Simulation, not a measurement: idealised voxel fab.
process module | voxel ribs on slabs
cross-section cut | 235 nm wide | cells 5 nm
A cross-section is a grid of square cells, given in bands from the top down. A band is one or more rows of cells.
Each band's line starts with the height of the band's top and of its bottom, in nm. Then come its materials from left to right, each with its width in nm. One material with "throughout" fills the band from edge to edge. "air" is empty space.
Height 0 is the level under which the wafer as received is all one material. The lowest band goes on downwards, as in "0 down".
A width such as "30 to 40" changes by the same amount from each row of cells to the next, from the band's top row to its bottom row.
"no change" after a step means that no cell of the cross-section changed.
closed voids: empty space of 8 cells or more with no open way to the top, each as width x height at its distance from the left edge, in nm
after a step's settings: what the simulator itself notes on the step
overlay nm, on a step with a mask: how far to the right of its planned place the mask lay; to the left if negative
plan
1 op RECEIVE | material Si
2 op DIRECTIONAL_DEP | material SiO2 | thk nm 25
3 op DIRECTIONAL_DEP | material polySi | thk nm 25
4 op DIRECTIONAL_DEP | material aC | thk nm 15
5 op PATTERN | tone cover | mask id RIB | material resist | width nm 20 | thk nm 30 | overlay nm 0
6 op DIRECTIONAL_ETCH | etch materials aC | depth nm 15
7 op STRIP | etch materials resist
8 op DIRECTIONAL_ETCH | etch materials polySi | depth nm 15
9 op STRIP | etch materials aC
10 op PATTERN | tone cover | mask id SLAB | material resist | width nm 60 | thk nm 20 | overlay nm 0
11 op DIRECTIONAL_ETCH | etch materials polySi | depth nm 10
12 op STRIP | etch materials resist
13 op FILL_DEP | material SiO2 | thk nm 20
14 op CMP | height nm 65
15 op DIRECTIONAL_DEP | material W | thk nm 10
16 op MASKED_ETCH | tone cover | mask id HEATER | width nm 30 | etch materials W | depth nm 10 | overlay nm 0
17 op CONFORMAL_DEP | material SiN | thk nm 10
as received, after step 1
  0 down: Si throughout
  closed voids: none
first wafer at the end, as planned
  85 to 75: air 90 | SiN 50 | air 95
  75 to 65: SiN 100 | W 30 | SiN 105
  65 to 50: SiO2 throughout
  50 to 35: SiO2 105 | polySi 20 | SiO2 110
  35 to 25: SiO2 85 | polySi 60 | SiO2 90
  25 to 0: SiO2 throughout
  0 down: Si throughout
  closed voids: none
second wafer at the end: like start, like plan, one mistake
  85 to 75: air 90 | SiN 50 | air 95
  75 to 65: SiN 100 | W 30 | SiN 105
  65 to 50: SiO2 throughout
  50 to 35: SiO2 105 | polySi 20 | SiO2 110
  35 to 25: SiO2 90 | polySi 50 | SiO2 95
  25 to 0: SiO2 throughout
  0 down: Si throughout
  closed voids: none
what went wrong: step 10 ran as: op PATTERN | tone cover | mask id SLAB | material resist | width nm 50 | thk nm 20 | overlay nm 0
at the end the second wafer has, in cells: 4 more of SiO2 | 4 fewer of polySi
